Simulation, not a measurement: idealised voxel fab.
process module | voxel spacer lines
cross-section cut | 200 nm wide | cells 5 nm
A cross-section is a grid of square cells, given in bands from the top down. A band is one or more rows of cells.
Each band's line starts with the height of the band's top and of its bottom, in nm. Then come its materials from left to right, each with its width in nm. One material with "throughout" fills the band from edge to edge. "air" is empty space.
Height 0 is the level under which the wafer as received is all one material. The lowest band goes on downwards, as in "0 down".
A width such as "30 to 40" changes by the same amount from each row of cells to the next, from the band's top row to its bottom row.
"no change" after a step means that no cell of the cross-section changed.
closed voids: empty space of 8 cells or more with no open way to the top, each as width x height at its distance from the left edge, in nm
after a step's settings: what the simulator itself notes on the step
overlay nm, on a step with a mask: how far to the right of its planned place the mask lay; to the left if negative
plan
1 op RECEIVE | material Si
2 op CONFORMAL_DEP | material Al2O3 | thk nm 10
3 op DIRECTIONAL_DEP | material W | thk nm 10
4 op DIRECTIONAL_DEP | material aC | thk nm 20
5 op PATTERN | tone cover | mask id MANDREL | material resist | width nm 20 | pitch nm 60 | thk nm 25 | overlay nm 0
6 op DIRECTIONAL_ETCH | etch materials aC | depth nm 20
7 op STRIP | etch materials resist
8 op CONFORMAL_DEP | material SiN | thk nm 10
9 op DIRECTIONAL_ETCH | etch materials SiN | depth nm 10
10 op STRIP | etch materials aC
11 op DIRECTIONAL_ETCH | etch materials W | depth nm 20
12 op STRIP | etch materials SiN
varied across the wafers: thk nm of step 3. The plan shows the first wafer's value. All wafers start alike
first wafer as received, after step 1
  0 down: Si throughout
  closed voids: none
each wafer at the end: cells of each material gained (+) or lost (-) since it was received, then its closed voids
thk nm 10 | +80 Al2O3 | +24 W | closed voids: none
thk nm 15 | +80 Al2O3 | +36 W | closed voids: none
thk nm 20 | +80 Al2O3 | +48 W | closed voids: none
thk nm 25 | +80 Al2O3 | +88 W | closed voids: none
thk nm 30 | +80 Al2O3 | +128 W | closed voids: none
thk nm 35 | +80 Al2O3 | +168 W | closed voids: none
